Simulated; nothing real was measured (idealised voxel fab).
Proc. module: voxel fin reveal
The width of the displayed cross-section, cut, is 250 nm; its cells are square, with a size of 5 nm.
Format of a cross-section: grid, square cells. Given as bands. Order: top down. Band: one or more rows of cells. Basically the band line says how high the top is and how high the bottom is, in nm, and then what's in it from left to right, every material with its width in nm. Empty space shows up as "empty", and if a single material carries "all across" it runs the full band edge to edge. The reference from which all heights are counted is 0, the level beneath which the as-received wafer is entirely one material; the lowest band, having no lower bound, proceeds downward and is written after the example "0 nm and below". Read "30 to 40" as a graded width: first number on top, second number at the bottom, same change between each pair of neighbouring rows. "remained the same" means the step left every cell of the cross-section as it was. What "Enclosed internal voids" gives you is every empty space of 8 cells or more that is cut off from the top. Each appears as width x height at distance, with the distance taken from the left edge and width, height and distance all in nm. Whatever follows a step's settings on its line is a remark the simulator itself makes about that step. overlay nm: on a step with a mask, how far right of its planned place the mask lay; negative means left.
# Process steps foreseen in the plan
1 RECEIVE [material Si]
2 CONFORMAL_DEP [material SiN] [thk nm 10]
3 DIRECTIONAL_DEP [material aC] [thk nm 10]
4 PATTERN [tone cover] [mask id FINS] [material resist] [width nm 15] [pitch nm 40] [thk nm 30] [overlay nm 0]
5 DIRECTIONAL_ETCH [etch materials aC] [depth nm 10]
6 STRIP [etch materials resist]
7 DIRECTIONAL_ETCH [etch materials SiN] [depth nm 10]
8 DIRECTIONAL_ETCH [etch materials Si] [depth nm 40]
9 STRIP [etch materials aC]
10 FILL_DEP [material SiO2] [thk nm 10]
11 CMP [height nm 10]
12 SELECTIVE_ETCH [etch materials SiO2] [depth nm 30]
13 STRIP [etch materials SiN]
# Cross-section of the incoming wafer, state after step 1
	0 nm and below | Si all across
	Enclosed internal voids: none
# End state of the module in cross-section, given the above starting point and plan and one mistake in execution
	0 nm to -20 nm | empty (75) / Si (15) / empty (25) / Si (15) / empty (25) / Si (15) / empty (80)
	-20 nm to -30 nm | SiO2 (75) / Si (15) / SiO2 (25) / Si (15) / SiO2 (25) / Si (15) / SiO2 (80)
	-30 nm and below | Si all across
	Enclosed internal voids: none
Processing error: rather than as planned, step 8 actually ran as DIRECTIONAL_ETCH [etch materials Si] [depth nm 30]
